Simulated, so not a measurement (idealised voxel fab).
process module | voxel ribs on slabs
cross-section cut | 200 nm wide | cells 5 nm
A cross-section is a grid of square cells, given in bands from the top down. A band is one or more rows of cells.
Each band's line starts with the height of the band's top and of its bottom, in nm. Then come its materials from left to right, each with its width in nm. One material with "throughout" fills the band from edge to edge. "air" is empty space.
Height 0 is the level under which the wafer as received is all one material. The lowest band goes on downwards, as in "0 down".
A width such as "30 to 40" changes by the same amount from each row of cells to the next, from the band's top row to its bottom row.
"no change" after a step means that no cell of the cross-section changed.
closed voids: empty space of 8 cells or more with no open way to the top, each as width x height at its distance from the left edge, in nm
after a step's settings: what the simulator itself notes on the step
overlay nm, on a step with a mask: how far to the right of its planned place the mask lay; to the left if negative
plan
1 op RECEIVE | material Si
2 op DIRECTIONAL_DEP | material SiO2 | thk nm 20
3 op DIRECTIONAL_DEP | material SiN | thk nm 20
4 op DIRECTIONAL_DEP | material aC | thk nm 10
5 op PATTERN | tone cover | mask id RIB | material resist | width nm 20 | thk nm 25 | overlay nm 0
6 op DIRECTIONAL_ETCH | etch materials aC | depth nm 10
7 op STRIP | etch materials resist
8 op DIRECTIONAL_ETCH | etch materials SiN | depth nm 10
9 op STRIP | etch materials aC
10 op DIRECTIONAL_DEP | material aC | thk nm 15
11 op PATTERN | tone cover | mask id SLAB | material resist | width nm 50 | thk nm 30 | overlay nm 0
12 op DIRECTIONAL_ETCH | etch materials aC | depth nm 15
13 op STRIP | etch materials resist
14 op DIRECTIONAL_ETCH | etch materials SiN | depth nm 10
15 op STRIP | etch materials aC
16 op FILL_DEP | material SiO2 | thk nm 30
17 op CMP | height nm 60
18 op DIRECTIONAL_DEP | material TiN | thk nm 5
19 op MASKED_ETCH | tone cover | mask id HEATER | width nm 30 | etch materials TiN | depth nm 5 | overlay nm 0
20 op CONFORMAL_DEP | material SiN | thk nm 5
as received, after step 1
  0 down: Si throughout
  closed voids: none
first wafer at the end, as planned
  70 to 65: air 80 | SiN 40 | air 80
  65 to 60: SiN 85 | TiN 30 | SiN 85
  60 to 40: SiO2 throughout
  40 to 30: SiO2 90 | SiN 20 | SiO2 90
  30 to 20: SiO2 75 | SiN 50 | SiO2 75
  20 to 0: SiO2 throughout
  0 down: Si throughout
  closed voids: none
second wafer at the end: like start, like plan, one mistake
  70 to 65: SiN 90 | air 20 | SiN 90
  65 to 60: TiN 85 | SiN 30 | TiN 85
  60 to 40: SiO2 throughout
  40 to 30: SiO2 90 | SiN 20 | SiO2 90
  30 to 20: SiO2 75 | SiN 50 | SiO2 75
  20 to 0: SiO2 throughout
  0 down: Si throughout
  closed voids: none
what went wrong: step 19 ran as: op MASKED_ETCH | tone open | mask id HEATER | width nm 30 | etch materials TiN | depth nm 5 | overlay nm 0
at the end the second wafer has, in cells: 28 more of TiN
